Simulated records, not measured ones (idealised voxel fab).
This is a process module. Its name is voxel double patterning.
245 nm wide, 5 nm square cells: that's cross-section cut.
Cross-sections here: square-cell grids, written as top-down lists of bands, a band being one or more rows of cells. The entry gives the band's vertical extent as a top height and a bottom height in nm, then its horizontal make-up as materials from left to right, each with a width in nm. "air" stands for empty space; a single material marked "throughout" fills the band edge to edge. The level at which height equals 0 is the one under which the wafer, as it arrives, is entirely one material. No lower edge exists for the bottom band, which continues downward and is notated as in "0..down". You'd read "30->40" like this: the band's top row of cells is as wide as the first number, its bottom row is as wide as the second, and going down, every row changes width by the same amount as the row before did. The designation "left unchanged", where it is given for a processing step, indicates that no cell of the cross-section was altered in the course of that step. Empty spaces without an open route to the top, at least 8 cells in extent, make up the entry "Completely enclosed voids"; each is given as width x height at distance, where the distance is measured from the left edge, and all are in nm. Anything after a step's settings on that line? It's the simulator's own note about the step. When a step includes a mask, the "overlay nm" setting on its line states how far to the right of its planned place that mask lay, and negative values state how far to the left.

Set out below are the planned steps of the process:
1: RECEIVE, material Si
2: CONFORMAL_DEP, material SiO2, thk nm 10
3: DIRECTIONAL_DEP, material W, thk nm 15
4: DIRECTIONAL_DEP, material SiN, thk nm 5
5: PATTERN, tone open, mask id FIRST, material resist, width nm 15, pitch nm 50, thk nm 20, overlay nm 0
6: DIRECTIONAL_ETCH, etch materials SiN, depth nm 5
7: STRIP, etch materials resist
8: MASKED_ETCH, tone open, mask id SECOND, width nm 15, etch materials SiN, depth nm 5, overlay nm 0
9: DIRECTIONAL_ETCH, etch materials W, depth nm 15
10: STRIP, etch materials SiN

The first wafer of two, processed as planned:

Cross-section: wafer on arrival = after step 1:
    0..down | Si throughout
    Completely enclosed voids: none

After step 2:
    10..0 | SiO2 throughout
    At heights below 0, the structure remains unaltered.

After step 3:
    25..10 | W throughout
    At heights below 10, the structure remains unaltered.

After step 4:
    30..25 | SiN throughout
    At heights below 25, the structure remains unaltered.

After step 5:
    50..30 | resist 90  air 15  resist 35  air 15  resist 90
    At heights below 30, the structure remains unaltered.

After step 6:
    50..30 | resist 90  air 15  resist 35  air 15  resist 90
    30..25 | SiN 90  air 15  SiN 35  air 15  SiN 90
    At heights below 25, the structure remains unaltered.

After step 7:
    30..25 | SiN 90  air 15  SiN 35  air 15  SiN 90
    At heights below 25, the structure remains unaltered.

After step 8:
    30..25 | SiN 90  air 15  SiN 10  air 15  SiN 10  air 15  SiN 90
    At heights below 25, the structure remains unaltered.

After step 9:
    30..25 | SiN 90  air 15  SiN 10  air 15  SiN 10  air 15  SiN 90
    25..10 | W 90  air 15  W 10  air 15  W 10  air 15  W 90
    At heights below 10, the structure remains unaltered.

After step 10:
    25..10 | W 90  air 15  W 10  air 15  W 10  air 15  W 90
    At heights below 10, the structure remains unaltered.

Here the second wafer is described. Its start and its plan were those of the first wafer. Its run contained one mistake. Up to and including step 7, it did exactly what the first wafer did:

Cross-section, second wafer, at the end time the plan gives for step 8:
    30..25 | air 115  SiN 15  air 115
    At heights below 25, the structure remains unaltered.

Cross-section, second wafer, at the end time the plan gives for step 9:
    30..25 | air 115  SiN 15  air 115
    25..10 | air 115  W 15  air 115
    At heights below 10, the structure remains unaltered.

Cross-section, second wafer, at the end time the plan gives for step 10:
    25..10 | air 115  W 15  air 115
    At heights below 10, the structure remains unaltered.
What went wrong in running the wafer? planned and actual differ for step 8; actual: MASKED_ETCH, tone cover, mask id SECOND, width nm 15, etch materials SiN, depth nm 5, overlay nm 0
Bottom line after processing is that, in cells, the second wafer is up or down on some materials versus the first: W -111
